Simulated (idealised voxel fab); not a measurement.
Process module, titled voxel ribs on slabs
235 nm wide, 5 nm square cells: that's cross-section cut.
Cross-section format: a grid of square cells, given as bands from top to bottom; each band is one or more rows of cells.
A band entry consists of two parts. The first gives the height of the band's top and the height of its bottom, in nm. The rest lists the band's materials from left to right, each with its width in nm. A single material labelled with the word "edge to edge" fills the band from edge to edge, and the word "air" marks empty space.
Measure heights from 0. That's the level where, below it, the as-received wafer is all one material. The lowest band is bottomless and extends downward; write it as in "0 down".
A two-number width, for instance "30->40", indicates that the width is equal to the first number in the top row of the band and to the second number in the bottom row, and that it changes by a constant amount per row of cells.
A step reported as "no alteration" is a step in which no cell of the cross-section changed.
Each empty space that has no open way to the top and spans at least 8 cells appears under "Completely sealed voids" as width x height at distance, the distance counted from the left edge, all in nm.
That trailing text on a step's line, after the settings, is the simulator's own remark on the step.
Steps that use a mask can have "overlay nm" on their line. It says how far the mask sat to the right of where it was meant to be. Negative means to the left.
Structure of the following material. The material consists of pairs of cross-sections. Each pair comprises the cross-section before one process step and the cross-section after that step, the latter shown only down to the lowest band that changed. The step between the cross-sections is specified beneath each pair, including its settings. Pairs are not necessarily consecutive: they may derive from different runs of this module performed on the same starting wafer. Continuity with the pair above is to be assumed only where the entry headed "Pre-processing view" of the pair in question states it.

Pre-processing view
    0 down = Si edge to edge
    Completely sealed voids: none

Cross-Section Thereafter
    25 to 0 = SiO2 edge to edge
    At heights below 0, the structure remains unaltered.
    Completely sealed voids: none
So what happens between those two cross-sections up there? DIRECTIONAL_DEP, material SiO2, thk nm 25

Pre-processing view: carried over from the after image of the pair right above.

Cross-Section Thereafter
    50 to 25 = polySi edge to edge
    At heights below 25, the structure remains unaltered.
    Completely sealed voids: none
So what happens between those two cross-sections up there? DIRECTIONAL_DEP, material polySi, thk nm 25

Pre-processing view: carried over from the after image of the pair right above.

Cross-Section Thereafter
    60 to 50 = aC edge to edge
    At heights below 50, the structure remains unaltered.
    Completely sealed voids: none
So what happens between those two cross-sections up there? DIRECTIONAL_DEP, material aC, thk nm 10

Pre-processing view: carried over from the after image of the pair right above.

Cross-Section Thereafter
    85 to 60 = 105 nm air / 25 nm resist / 105 nm air
    At heights below 60, the structure remains unaltered.
    Completely sealed voids: none
So what happens between those two cross-sections up there? PATTERN, tone cover, mask id RIB, material resist, width nm 25, thk nm 25, overlay nm 0

Pre-processing view: carried over from the after image of the pair right above.

Cross-Section Thereafter
    75 to 60 = 105 nm air / 25 nm resist / 105 nm air
    60 to 50 = 105 nm air / 25 nm aC / 105 nm air
    At heights below 50, the structure remains unaltered.
    Completely sealed voids: none
So what happens between those two cross-sections up there? DIRECTIONAL_ETCH, etch materials aC, depth nm 10

Pre-processing view: carried over from the after image of the pair right above.

Cross-Section Thereafter
    60 to 50 = 105 nm air / 25 nm aC / 105 nm air
    At heights below 50, the structure remains unaltered.
    Completely sealed voids: none
So what happens between those two cross-sections up there? STRIP, etch materials resist

Pre-processing view: carried over from the after image of the pair right above.

Cross-Section Thereafter
    60 to 50 = 105 nm air / 25 nm aC / 105 nm air
    50 to 40 = 105 nm air / 25 nm polySi / 105 nm air
    At heights below 40, the structure remains unaltered.
    Completely sealed voids: none
So what happens between those two cross-sections up there? DIRECTIONAL_ETCH, etch materials polySi, depth nm 10

Pre-processing view: carried over from the after image of the pair right above.

Cross-Section Thereafter
    50 to 40 = 105 nm air / 25 nm polySi / 105 nm air
    At heights below 40, the structure remains unaltered.
    Completely sealed voids: none
So what happens between those two cross-sections up there? STRIP, etch materials aC

Pre-processing view: carried over from the after image of the pair right above.

Cross-Section Thereafter
    65 to 55 = 105 nm air / 25 nm aC / 105 nm air
    55 to 50 = aC edge to edge
    50 to 40 = 105 nm aC / 25 nm polySi / 105 nm aC
    At heights below 40, the structure remains unaltered.
    Completely sealed voids: none
So what happens between those two cross-sections up there? DIRECTIONAL_DEP, material aC, thk nm 15

Pre-processing view: carried over from the after image of the pair right above.

Cross-Section Thereafter
    100 to 65 = 85 nm air / 65 nm resist / 85 nm air
    65 to 55 = 85 nm air / 20 nm resist / 25 nm aC / 20 nm resist / 85 nm air
    At heights below 55, the structure remains unaltered.
    Completely sealed voids: none
So what happens between those two cross-sections up there? PATTERN, tone cover, mask id SLAB, material resist, width nm 65, thk nm 35, overlay nm 0

Pre-processing view: carried over from the after image of the pair right above.

Cross-Section Thereafter
    85 to 65 = 85 nm air / 65 nm resist / 85 nm air
    65 to 55 = 85 nm air / 20 nm resist / 25 nm aC / 20 nm resist / 85 nm air
    55 to 50 = 85 nm air / 65 nm aC / 85 nm air
    50 to 40 = 85 nm air / 20 nm aC / 25 nm polySi / 20 nm aC / 85 nm air
    At heights below 40, the structure remains unaltered.
    Completely sealed voids: none
So what happens between those two cross-sections up there? DIRECTIONAL_ETCH, etch materials aC, depth nm 15

Pre-processing view: carried over from the after image of the pair right above.

Cross-Section Thereafter
    65 to 55 = 105 nm air / 25 nm aC / 105 nm air
    At heights below 55, the structure remains unaltered.
    Completely sealed voids: none
So what happens between those two cross-sections up there? STRIP, etch materials resist

Pre-processing view: carried over from the after image of the pair right above.

Cross-Section Thereafter
    65 to 55 = 105 nm air / 25 nm aC / 105 nm air
    55 to 50 = 85 nm air / 65 nm aC / 85 nm air
    50 to 40 = 85 nm air / 20 nm aC / 25 nm polySi / 20 nm aC / 85 nm air
    40 to 25 = 85 nm air / 65 nm polySi / 85 nm air
    At heights below 25, the structure remains unaltered.
    Completely sealed voids: none
So what happens between those two cross-sections up there? DIRECTIONAL_ETCH, etch materials polySi, depth nm 15

Pre-processing view: carried over from the after image of the pair right above.

Cross-Section Thereafter
    50 to 40 = 105 nm air / 25 nm polySi / 105 nm air
    At heights below 40, the structure remains unaltered.
    Completely sealed voids: none
So what happens between those two cross-sections up there? STRIP, etch materials aC

Pre-processing view: carried over from the after image of the pair right above.

Cross-Section Thereafter
    80 to 50 = SiO2 edge to edge
    50 to 40 = 105 nm SiO2 / 25 nm polySi / 105 nm SiO2
    40 to 25 = 85 nm SiO2 / 65 nm polySi / 85 nm SiO2
    At heights below 25, the structure remains unaltered.
    Completely sealed voids: none
So what happens between those two cross-sections up there? FILL_DEP, material SiO2, thk nm 30

Pre-processing view: carried over from the after image of the pair right above.

Cross-Section Thereafter
    70 to 50 = SiO2 edge to edge
    At heights below 50, the structure remains unaltered.
    Completely sealed voids: none
So what happens between those two cross-sections up there? CMP, height nm 70

Pre-processing view: carried over from the after image of the pair right above.

Cross-Section Thereafter
    75 to 70 = W edge to edge
    At heights below 70, the structure remains unaltered.
    Completely sealed voids: none
So what happens between those two cross-sections up there? DIRECTIONAL_DEP, material W, thk nm 5

Pre-processing view: carried over from the after image of the pair right above.

Cross-Section Thereafter
    90 to 75 = 100 nm air / 35 nm resist / 100 nm air
    At heights below 75, the structure remains unaltered.
    Completely sealed voids: none
So what happens between those two cross-sections up there? PATTERN, tone cover, mask id HEATER, material resist, width nm 35, thk nm 15, overlay nm 0

Pre-processing view: carried over from the after image of the pair right above.

Cross-Section Thereafter
    90 to 75 = 100 nm air / 35 nm resist / 100 nm air
    75 to 70 = 100 nm air / 35 nm W / 100 nm air
    At heights below 70, the structure remains unaltered.
    Completely sealed voids: none
So what happens between those two cross-sections up there? DIRECTIONAL_ETCH, etch materials W, depth nm 5

Pre-processing view: carried over from the after image of the pair right above.

Cross-Section Thereafter
    75 to 70 = 100 nm air / 35 nm W / 100 nm air
    At heights below 70, the structure remains unaltered.
    Completely sealed voids: none
So what happens between those two cross-sections up there? STRIP, etch materials resist

Pre-processing view: carried over from the after image of the pair right above.

Cross-Section Thereafter
    80 to 75 = 95 nm air / 45 nm SiN / 95 nm air
    75 to 70 = 100 nm SiN / 35 nm W / 100 nm SiN
    At heights below 70, the structure remains unaltered.
    Completely sealed voids: none
So what happens between those two cross-sections up there? CONFORMAL_DEP, material SiN, thk nm 5

Pre-processing view
    50 to 25 = polySi edge to edge
    25 to 0 = SiO2 edge to edge
    0 down = Si edge to edge
    Completely sealed voids: none

Cross-Section Thereafter
    75 to 25 = polySi edge to edge
    At heights below 25, the structure remains unaltered.
    Completely sealed voids: none
So what happens between those two cross-sections up there? DIRECTIONAL_DEP, material polySi, thk nm 25

Pre-processing view: carried over from the after image of the pair right above.

Cross-Section Thereafter
    85 to 75 = aC edge to edge
    At heights below 75, the structure remains unaltered.
    Completely sealed voids: none
So what happens between those two cross-sections up there? DIRECTIONAL_DEP, material aC, thk nm 10

Pre-processing view: carried over from the after image of the pair right above.

Cross-Section Thereafter
    110 to 85 = 105 nm air / 25 nm resist / 105 nm air
    At heights below 85, the structure remains unaltered.
    Completely sealed voids: none
So what happens between those two cross-sections up there? PATTERN, tone cover, mask id RIB, material resist, width nm 25, thk nm 25, overlay nm 0

Pre-processing view: carried over from the after image of the pair right above.

Cross-Section Thereafter
    100 to 85 = 105 nm air / 25 nm resist / 105 nm air
    85 to 75 = 105 nm air / 25 nm aC / 105 nm air
    At heights below 75, the structure remains unaltered.
    Completely sealed voids: none
So what happens between those two cross-sections up there? DIRECTIONAL_ETCH, etch materials aC, depth nm 10

Pre-processing view: carried over from the after image of the pair right above.

Cross-Section Thereafter
    85 to 75 = 105 nm air / 25 nm aC / 105 nm air
    At heights below 75, the structure remains unaltered.
    Completely sealed voids: none
So what happens between those two cross-sections up there? STRIP, etch materials resist

Pre-processing view: carried over from the after image of the pair right above.

Cross-Section Thereafter
    85 to 75 = 105 nm air / 25 nm aC / 105 nm air
    75 to 65 = 105 nm air / 25 nm polySi / 105 nm air
    At heights below 65, the structure remains unaltered.
    Completely sealed voids: none
So what happens between those two cross-sections up there? DIRECTIONAL_ETCH, etch materials polySi, depth nm 10

Pre-processing view: carried over from the after image of the pair right above.

Cross-Section Thereafter
    75 to 65 = 105 nm air / 25 nm polySi / 105 nm air
    At heights below 65, the structure remains unaltered.
    Completely sealed voids: none
So what happens between those two cross-sections up there? STRIP, etch materials aC

Pre-processing view: carried over from the after image of the pair right above.

Cross-Section Thereafter
    90 to 80 = 105 nm air / 25 nm aC / 105 nm air
    80 to 75 = aC edge to edge
    75 to 65 = 105 nm aC / 25 nm polySi / 105 nm aC
    At heights below 65, the structure remains unaltered.
    Completely sealed voids: none
So what happens between those two cross-sections up there? DIRECTIONAL_DEP, material aC, thk nm 15

Pre-processing view: carried over from the after image of the pair right above.

Cross-Section Thereafter
    125 to 90 = 85 nm air / 65 nm resist / 85 nm air
    90 to 80 = 85 nm air / 20 nm resist / 25 nm aC / 20 nm resist / 85 nm air
    At heights below 80, the structure remains unaltered.
    Completely sealed voids: none
So what happens between those two cross-sections up there? PATTERN, tone cover, mask id SLAB, material resist, width nm 65, thk nm 35, overlay nm 0

Pre-processing view: carried over from the after image of the pair right above.

Cross-Section Thereafter
    110 to 90 = 85 nm air / 65 nm resist / 85 nm air
    90 to 80 = 85 nm air / 20 nm resist / 25 nm aC / 20 nm resist / 85 nm air
    80 to 75 = 85 nm air / 65 nm aC / 85 nm air
    75 to 65 = 85 nm air / 20 nm aC / 25 nm polySi / 20 nm aC / 85 nm air
    At heights below 65, the structure remains unaltered.
    Completely sealed voids: none
So what happens between those two cross-sections up there? DIRECTIONAL_ETCH, etch materials aC, depth nm 15

Pre-processing view: carried over from the after image of the pair right above.

Cross-Section Thereafter
    90 to 80 = 105 nm air / 25 nm aC / 105 nm air
    At heights below 80, the structure remains unaltered.
    Completely sealed voids: none
So what happens between those two cross-sections up there? STRIP, etch materials resist

Pre-processing view: carried over from the after image of the pair right above.

Cross-Section Thereafter
    90 to 80 = 105 nm air / 25 nm aC / 105 nm air
    80 to 75 = 85 nm air / 65 nm aC / 85 nm air
    75 to 65 = 85 nm air / 20 nm aC / 25 nm polySi / 20 nm aC / 85 nm air
    65 to 50 = 85 nm air / 65 nm polySi / 85 nm air
    At heights below 50, the structure remains unaltered.
    Completely sealed voids: none
So what happens between those two cross-sections up there? DIRECTIONAL_ETCH, etch materials polySi, depth nm 15

Pre-processing view: carried over from the after image of the pair right above.

Cross-Section Thereafter
    75 to 65 = 105 nm air / 25 nm polySi / 105 nm air
    At heights below 65, the structure remains unaltered.
    Completely sealed voids: none
So what happens between those two cross-sections up there? STRIP, etch materials aC

Pre-processing view: carried over from the after image of the pair right above.

Cross-Section Thereafter
    105 to 75 = SiO2 edge to edge
    75 to 65 = 105 nm SiO2 / 25 nm polySi / 105 nm SiO2
    65 to 50 = 85 nm SiO2 / 65 nm polySi / 85 nm SiO2
    At heights below 50, the structure remains unaltered.
    Completely sealed voids: none
So what happens between those two cross-sections up there? FILL_DEP, material SiO2, thk nm 30

Pre-processing view: carried over from the after image of the pair right above.

Cross-Section Thereafter
    70 to 65 = 105 nm SiO2 / 25 nm polySi / 105 nm SiO2
    At heights below 65, the structure remains unaltered.
    Completely sealed voids: none
So what happens between those two cross-sections up there? CMP, height nm 70

Pre-processing view: carried over from the after image of the pair right above.

Cross-Section Thereafter
    75 to 70 = W edge to edge
    At heights below 70, the structure remains unaltered.
    Completely sealed voids: none
So what happens between those two cross-sections up there? DIRECTIONAL_DEP, material W, thk nm 5

Pre-processing view: carried over from the after image of the pair right above.

Cross-Section Thereafter
    90 to 75 = 100 nm air / 35 nm resist / 100 nm air
    At heights below 75, the structure remains unaltered.
    Completely sealed voids: none
So what happens between those two cross-sections up there? PATTERN, tone cover, mask id HEATER, material resist, width nm 35, thk nm 15, overlay nm 0

Pre-processing view: carried over from the after image of the pair right above.

Cross-Section Thereafter
    90 to 75 = 100 nm air / 35 nm resist / 100 nm air
    75 to 70 = 100 nm air / 35 nm W / 100 nm air
    At heights below 70, the structure remains unaltered.
    Completely sealed voids: none
So what happens between those two cross-sections up there? DIRECTIONAL_ETCH, etch materials W, depth nm 5

Pre-processing view: carried over from the after image of the pair right above.

Cross-Section Thereafter
    75 to 70 = 100 nm air / 35 nm W / 100 nm air
    At heights below 70, the structure remains unaltered.
    Completely sealed voids: none
So what happens between those two cross-sections up there? STRIP, etch materials resist

Pre-processing view: carried over from the after image of the pair right above.

Cross-Section Thereafter
    80 to 75 = 95 nm air / 45 nm SiN / 95 nm air
    75 to 70 = 100 nm SiN / 35 nm W / 100 nm SiN
    At heights below 70, the structure remains unaltered.
    Completely sealed voids: none
So what happens between those two cross-sections up there? CONFORMAL_DEP, material SiN, thk nm 5

Pre-processing view
    0 down = Si edge to edge
    Completely sealed voids: none

Cross-Section Thereafter
    25 to 0 = polySi edge to edge
    At heights below 0, the structure remains unaltered.
    Completely sealed voids: none
So what happens between those two cross-sections up there? DIRECTIONAL_DEP, material polySi, thk nm 25

Pre-processing view: carried over from the after image of the pair right above.

Cross-Section Thereafter
    50 to 25 = SiO2 edge to edge
    At heights below 25, the structure remains unaltered.
    Completely sealed voids: none
So what happens between those two cross-sections up there? DIRECTIONAL_DEP, material SiO2, thk nm 25

Pre-processing view: carried over from the after image of the pair right above.

Cross-Section Thereafter
    60 to 50 = aC edge to edge
    At heights below 50, the structure remains unaltered.
    Completely sealed voids: none
So what happens between those two cross-sections up there? DIRECTIONAL_DEP, material aC, thk nm 10

Pre-processing view: carried over from the after image of the pair right above.

Cross-Section Thereafter
    85 to 60 = 105 nm air / 25 nm resist / 105 nm air
    At heights below 60, the structure remains unaltered.
    Completely sealed voids: none
So what happens between those two cross-sections up there? PATTERN, tone cover, mask id RIB, material resist, width nm 25, thk nm 25, overlay nm 0

Pre-processing view: carried over from the after image of the pair right above.

Cross-Section Thereafter
    75 to 60 = 105 nm air / 25 nm resist / 105 nm air
    60 to 50 = 105 nm air / 25 nm aC / 105 nm air
    At heights below 50, the structure remains unaltered.
    Completely sealed voids: none
So what happens between those two cross-sections up there? DIRECTIONAL_ETCH, etch materials aC, depth nm 10

Pre-processing view: carried over from the after image of the pair right above.

Cross-Section Thereafter
    60 to 50 = 105 nm air / 25 nm aC / 105 nm air
    At heights below 50, the structure remains unaltered.
    Completely sealed voids: none
So what happens between those two cross-sections up there? STRIP, etch materials resist

Pre-processing view: carried over from the after image of the pair right above.

Cross-Section Thereafter
    50 to 25 = SiO2 edge to edge
    At heights below 25, the structure remains unaltered.
    Completely sealed voids: none
So what happens between those two cross-sections up there? STRIP, etch materials aC

Pre-processing view: carried over from the after image of the pair right above.

Cross-Section Thereafter
    65 to 50 = aC edge to edge
    At heights below 50, the structure remains unaltered.
    Completely sealed voids: none
So what happens between those two cross-sections up there? DIRECTIONAL_DEP, material aC, thk nm 15

Pre-processing view: carried over from the after image of the pair right above.

Cross-Section Thereafter
    100 to 65 = 85 nm air / 65 nm resist / 85 nm air
    At heights below 65, the structure remains unaltered.
    Completely sealed voids: none
So what happens between those two cross-sections up there? PATTERN, tone cover, mask id SLAB, material resist, width nm 65, thk nm 35, overlay nm 0

Pre-processing view: carried over from the after image of the pair right above.

Cross-Section Thereafter
    85 to 65 = 85 nm air / 65 nm resist / 85 nm air
    65 to 50 = 85 nm air / 65 nm aC / 85 nm air
    At heights below 50, the structure remains unaltered.
    Completely sealed voids: none
So what happens between those two cross-sections up there? DIRECTIONAL_ETCH, etch materials aC, depth nm 15

Pre-processing view: carried over from the after image of the pair right above.

Cross-Section Thereafter
    65 to 50 = 85 nm air / 65 nm aC / 85 nm air
    At heights below 50, the structure remains unaltered.
    Completely sealed voids: none
So what happens between those two cross-sections up there? STRIP, etch materials resist

Pre-processing view: carried over from the after image of the pair right above.

Cross-Section Thereafter
    50 to 25 = SiO2 edge to edge
    At heights below 25, the structure remains unaltered.
    Completely sealed voids: none
So what happens between those two cross-sections up there? STRIP, etch materials aC

Pre-processing view: carried over from the after image of the pair right above.

Cross-Section Thereafter
    80 to 25 = SiO2 edge to edge
    At heights below 25, the structure remains unaltered.
    Completely sealed voids: none
So what happens between those two cross-sections up there? FILL_DEP, material SiO2, thk nm 30

Pre-processing view: carried over from the after image of the pair right above.

Cross-Section Thereafter
    70 to 25 = SiO2 edge to edge
    At heights below 25, the structure remains unaltered.
    Completely sealed voids: none
So what happens between those two cross-sections up there? CMP, height nm 70

Pre-processing view: carried over from the after image of the pair right above.

Cross-Section Thereafter
    75 to 70 = W edge to edge
    At heights below 70, the structure remains unaltered.
    Completely sealed voids: none
So what happens between those two cross-sections up there? DIRECTIONAL_DEP, material W, thk nm 5

Pre-processing view: carried over from the after image of the pair right above.

Cross-Section Thereafter
    90 to 75 = 100 nm air / 35 nm resist / 100 nm air
    At heights below 75, the structure remains unaltered.
    Completely sealed voids: none
So what happens between those two cross-sections up there? PATTERN, tone cover, mask id HEATER, material resist, width nm 35, thk nm 15, overlay nm 0

Pre-processing view: carried over from the after image of the pair right above.

Cross-Section Thereafter
    90 to 75 = 100 nm air / 35 nm resist / 100 nm air
    75 to 70 = 100 nm air / 35 nm W / 100 nm air
    At heights below 70, the structure remains unaltered.
    Completely sealed voids: none
So what happens between those two cross-sections up there? DIRECTIONAL_ETCH, etch materials W, depth nm 5

Pre-processing view: carried over from the after image of the pair right above.

Cross-Section Thereafter
    75 to 70 = 100 nm air / 35 nm W / 100 nm air
    At heights below 70, the structure remains unaltered.
    Completely sealed voids: none
So what happens between those two cross-sections up there? STRIP, etch materials resist

Pre-processing view: carried over from the after image of the pair right above.

Cross-Section Thereafter
    80 to 75 = 95 nm air / 45 nm SiN / 95 nm air
    75 to 70 = 100 nm SiN / 35 nm W / 100 nm SiN
    At heights below 70, the structure remains unaltered.
    Completely sealed voids: none
So what happens between those two cross-sections up there? CONFORMAL_DEP, material SiN, thk nm 5

Pre-processing view
    25 to 0 = SiO2 edge to edge
    0 down = Si edge to edge
    Completely sealed voids: none

Cross-Section Thereafter
    40 to 25 = polySi edge to edge
    At heights below 25, the structure remains unaltered.
    Completely sealed voids: none
So what happens between those two cross-sections up there? DIRECTIONAL_DEP, material polySi, thk nm 15

Pre-processing view: carried over from the after image of the pair right above.

Cross-Section Thereafter
    50 to 40 = aC edge to edge
    At heights below 40, the structure remains unaltered.
    Completely sealed voids: none
So what happens between those two cross-sections up there? DIRECTIONAL_DEP, material aC, thk nm 10

Pre-processing view: carried over from the after image of the pair right above.

Cross-Section Thereafter
    75 to 50 = 105 nm air / 25 nm resist / 105 nm air
    At heights below 50, the structure remains unaltered.
    Completely sealed voids: none
So what happens between those two cross-sections up there? PATTERN, tone cover, mask id RIB, material resist, width nm 25, thk nm 25, overlay nm 0

Pre-processing view: carried over from the after image of the pair right above.

Cross-Section Thereafter
    65 to 50 = 105 nm air / 25 nm resist / 105 nm air
    50 to 40 = 105 nm air / 25 nm aC / 105 nm air
    At heights below 40, the structure remains unaltered.
    Completely sealed voids: none
So what happens between those two cross-sections up there? DIRECTIONAL_ETCH, etch materials aC, depth nm 10

Pre-processing view: carried over from the after image of the pair right above.

Cross-Section Thereafter
    50 to 40 = 105 nm air / 25 nm aC / 105 nm air
    At heights below 40, the structure remains unaltered.
    Completely sealed voids: none
So what happens between those two cross-sections up there? STRIP, etch materials resist

Pre-processing view: carried over from the after image of the pair right above.

Cross-Section Thereafter
    50 to 40 = 105 nm air / 25 nm aC / 105 nm air
    40 to 30 = 105 nm air / 25 nm polySi / 105 nm air
    At heights below 30, the structure remains unaltered.
    Completely sealed voids: none
So what happens between those two cross-sections up there? DIRECTIONAL_ETCH, etch materials polySi, depth nm 10

Pre-processing view: carried over from the after image of the pair right above.

Cross-Section Thereafter
    40 to 30 = 105 nm air / 25 nm polySi / 105 nm air
    At heights below 30, the structure remains unaltered.
    Completely sealed voids: none
So what happens between those two cross-sections up there? STRIP, etch materials aC

Pre-processing view: carried over from the after image of the pair right above.

Cross-Section Thereafter
    55 to 45 = 105 nm air / 25 nm aC / 105 nm air
    45 to 40 = aC edge to edge
    40 to 30 = 105 nm aC / 25 nm polySi / 105 nm aC
    At heights below 30, the structure remains unaltered.
    Completely sealed voids: none
So what happens between those two cross-sections up there? DIRECTIONAL_DEP, material aC, thk nm 15

Pre-processing view: carried over from the after image of the pair right above.

Cross-Section Thereafter
    90 to 55 = 85 nm air / 65 nm resist / 85 nm air
    55 to 45 = 85 nm air / 20 nm resist / 25 nm aC / 20 nm resist / 85 nm air
    At heights below 45, the structure remains unaltered.
    Completely sealed voids: none
So what happens between those two cross-sections up there? PATTERN, tone cover, mask id SLAB, material resist, width nm 65, thk nm 35, overlay nm 0

Pre-processing view: carried over from the after image of the pair right above.

Cross-Section Thereafter
    75 to 55 = 85 nm air / 65 nm resist / 85 nm air
    55 to 45 = 85 nm air / 20 nm resist / 25 nm aC / 20 nm resist / 85 nm air
    45 to 40 = 85 nm air / 65 nm aC / 85 nm air
    40 to 30 = 85 nm air / 20 nm aC / 25 nm polySi / 20 nm aC / 85 nm air
    At heights below 30, the structure remains unaltered.
    Completely sealed voids: none
So what happens between those two cross-sections up there? DIRECTIONAL_ETCH, etch materials aC, depth nm 15

Pre-processing view: carried over from the after image of the pair right above.

Cross-Section Thereafter
    55 to 45 = 105 nm air / 25 nm aC / 105 nm air
    At heights below 45, the structure remains unaltered.
    Completely sealed voids: none
So what happens between those two cross-sections up there? STRIP, etch materials resist

Pre-processing view: carried over from the after image of the pair right above.

Cross-Section Thereafter
    55 to 45 = 105 nm air / 25 nm aC / 105 nm air
    45 to 40 = 85 nm air / 65 nm aC / 85 nm air
    40 to 30 = 85 nm air / 20 nm aC / 25 nm polySi / 20 nm aC / 85 nm air
    30 to 25 = 85 nm air / 65 nm polySi / 85 nm air
    At heights below 25, the structure remains unaltered.
    Completely sealed voids: none
So what happens between those two cross-sections up there? DIRECTIONAL_ETCH, etch materials polySi, depth nm 15

Pre-processing view: carried over from the after image of the pair right above.

Cross-Section Thereafter
    40 to 30 = 105 nm air / 25 nm polySi / 105 nm air
    At heights below 30, the structure remains unaltered.
    Completely sealed voids: none
So what happens between those two cross-sections up there? STRIP, etch materials aC

Pre-processing view: carried over from the after image of the pair right above.

Cross-Section Thereafter
    70 to 40 = SiO2 edge to edge
    40 to 30 = 105 nm SiO2 / 25 nm polySi / 105 nm SiO2
    30 to 25 = 85 nm SiO2 / 65 nm polySi / 85 nm SiO2
    At heights below 25, the structure remains unaltered.
    Completely sealed voids: none
So what happens between those two cross-sections up there? FILL_DEP, material SiO2, thk nm 30

Pre-processing view: carried over from the after image of the pair right above.

Cross-Section Thereafter
    75 to 70 = W edge to edge
    At heights below 70, the structure remains unaltered.
    Completely sealed voids: none
So what happens between those two cross-sections up there? DIRECTIONAL_DEP, material W, thk nm 5

Pre-processing view: carried over from the after image of the pair right above.

Cross-Section Thereafter
    90 to 75 = 100 nm air / 35 nm resist / 100 nm air
    At heights below 75, the structure remains unaltered.
    Completely sealed voids: none
So what happens between those two cross-sections up there? PATTERN, tone cover, mask id HEATER, material resist, width nm 35, thk nm 15, overlay nm 0

Pre-processing view: carried over from the after image of the pair right above.

Cross-Section Thereafter
    90 to 75 = 100 nm air / 35 nm resist / 100 nm air
    75 to 70 = 100 nm air / 35 nm W / 100 nm air
    At heights below 70, the structure remains unaltered.
    Completely sealed voids: none
So what happens between those two cross-sections up there? DIRECTIONAL_ETCH, etch materials W, depth nm 5

Pre-processing view: carried over from the after image of the pair right above.

Cross-Section Thereafter
    75 to 70 = 100 nm air / 35 nm W / 100 nm air
    At heights below 70, the structure remains unaltered.
    Completely sealed voids: none
So what happens between those two cross-sections up there? STRIP, etch materials resist

Pre-processing view: carried over from the after image of the pair right above.

Cross-Section Thereafter
    80 to 75 = 95 nm air / 45 nm SiN / 95 nm air
    75 to 70 = 100 nm SiN / 35 nm W / 100 nm SiN
    At heights below 70, the structure remains unaltered.
    Completely sealed voids: none
So what happens between those two cross-sections up there? CONFORMAL_DEP, material SiN, thk nm 5

Pre-processing view
    75 to 70 = W edge to edge
    70 to 50 = SiO2 edge to edge
    50 to 40 = 105 nm SiO2 / 25 nm polySi / 105 nm SiO2
    40 to 25 = 85 nm SiO2 / 65 nm polySi / 85 nm SiO2
    25 to 0 = SiO2 edge to edge
    0 down = Si edge to edge
    Completely sealed voids: none

Cross-Section Thereafter
    90 to 75 = 105 nm air / 30 nm resist / 100 nm air
    At heights below 75, the structure remains unaltered.
    Completely sealed voids: none
So what happens between those two cross-sections up there? PATTERN, tone cover, mask id HEATER, material resist, width nm 30, thk nm 15, overlay nm 0

Pre-processing view: carried over from the after image of the pair right above.

Cross-Section Thereafter
    90 to 75 = 105 nm air / 30 nm resist / 100 nm air
    75 to 70 = 105 nm air / 30 nm W / 100 nm air
    At heights below 70, the structure remains unaltered.
    Completely sealed voids: none
So what happens between those two cross-sections up there? DIRECTIONAL_ETCH, etch materials W, depth nm 5

Pre-processing view: carried over from the after image of the pair right above.

Cross-Section Thereafter
    75 to 70 = 105 nm air / 30 nm W / 100 nm air
    At heights below 70, the structure remains unaltered.
    Completely sealed voids: none
So what happens between those two cross-sections up there? STRIP, etch materials resist

Pre-processing view: carried over from the after image of the pair right above.

Cross-Section Thereafter
    80 to 75 = 100 nm air / 40 nm SiN / 95 nm air
    75 to 70 = 105 nm SiN / 30 nm W / 100 nm SiN
    At heights below 70, the structure remains unaltered.
    Completely sealed voids: none
So what happens between those two cross-sections up there? CONFORMAL_DEP, material SiN, thk nm 5

Pre-processing view
    65 to 55 = 105 nm air / 25 nm aC / 105 nm air
    55 to 50 = aC edge to edge
    50 to 40 = 105 nm aC / 25 nm polySi / 105 nm aC
    40 to 25 = polySi edge to edge
    25 to 0 = SiO2 edge to edge
    0 down = Si edge to edge
    Completely sealed voids: none

Cross-Section Thereafter
    100 to 65 = 75 nm air / 65 nm resist / 95 nm air
    65 to 55 = 75 nm air / 30 nm resist / 25 nm aC / 10 nm resist / 95 nm air
    At heights below 55, the structure remains unaltered.
    Completely sealed voids: none
So what happens between those two cross-sections up there? PATTERN, tone cover, mask id SLAB, material resist, width nm 65, thk nm 35, overlay nm -10

Pre-processing view: carried over from the after image of the pair right above.

Cross-Section Thereafter
    85 to 65 = 75 nm air / 65 nm resist / 95 nm air
    65 to 55 = 75 nm air / 30 nm resist / 25 nm aC / 10 nm resist / 95 nm air
    55 to 50 = 75 nm air / 65 nm aC / 95 nm air
    50 to 40 = 75 nm air / 30 nm aC / 25 nm polySi / 10 nm aC / 95 nm air
    At heights below 40, the structure remains unaltered.
    Completely sealed voids: none
So what happens between those two cross-sections up there? DIRECTIONAL_ETCH, etch materials aC, depth nm 15

Pre-processing view: carried over from the after image of the pair right above.

Cross-Section Thereafter
    65 to 55 = 105 nm air / 25 nm aC / 105 nm air
    At heights below 55, the structure remains unaltered.
    Completely sealed voids: none
So what happens between those two cross-sections up there? STRIP, etch materials resist

Pre-processing view: carried over from the after image of the pair right above.

Cross-Section Thereafter
    65 to 55 = 105 nm air / 25 nm aC / 105 nm air
    55 to 50 = 75 nm air / 65 nm aC / 95 nm air
    50 to 40 = 75 nm air / 30 nm aC / 25 nm polySi / 10 nm aC / 95 nm air
    40 to 25 = 75 nm air / 65 nm polySi / 95 nm air
    At heights below 25, the structure remains unaltered.
    Completely sealed voids: none
So what happens between those two cross-sections up there? DIRECTIONAL_ETCH, etch materials polySi, depth nm 15

Pre-processing view: carried over from the after image of the pair right above.

Cross-Section Thereafter
    50 to 40 = 105 nm air / 25 nm polySi / 105 nm air
    At heights below 40, the structure remains unaltered.
    Completely sealed voids: none
So what happens between those two cross-sections up there? STRIP, etch materials aC

Pre-processing view: carried over from the after image of the pair right above.

Cross-Section Thereafter
    80 to 50 = SiO2 edge to edge
    50 to 40 = 105 nm SiO2 / 25 nm polySi / 105 nm SiO2
    40 to 25 = 75 nm SiO2 / 65 nm polySi / 95 nm SiO2
    At heights below 25, the structure remains unaltered.
    Completely sealed voids: none
So what happens between those two cross-sections up there? FILL_DEP, material SiO2, thk nm 30

Pre-processing view: carried over from the after image of the pair right above.

Cross-Section Thereafter
    70 to 50 = SiO2 edge to edge
    At heights below 50, the structure remains unaltered.
    Completely sealed voids: none
So what happens between those two cross-sections up there? CMP, height nm 70

Pre-processing view: carried over from the after image of the pair right above.

Cross-Section Thereafter
    75 to 70 = W edge to edge
    At heights below 70, the structure remains unaltered.
    Completely sealed voids: none
So what happens between those two cross-sections up there? DIRECTIONAL_DEP, material W, thk nm 5
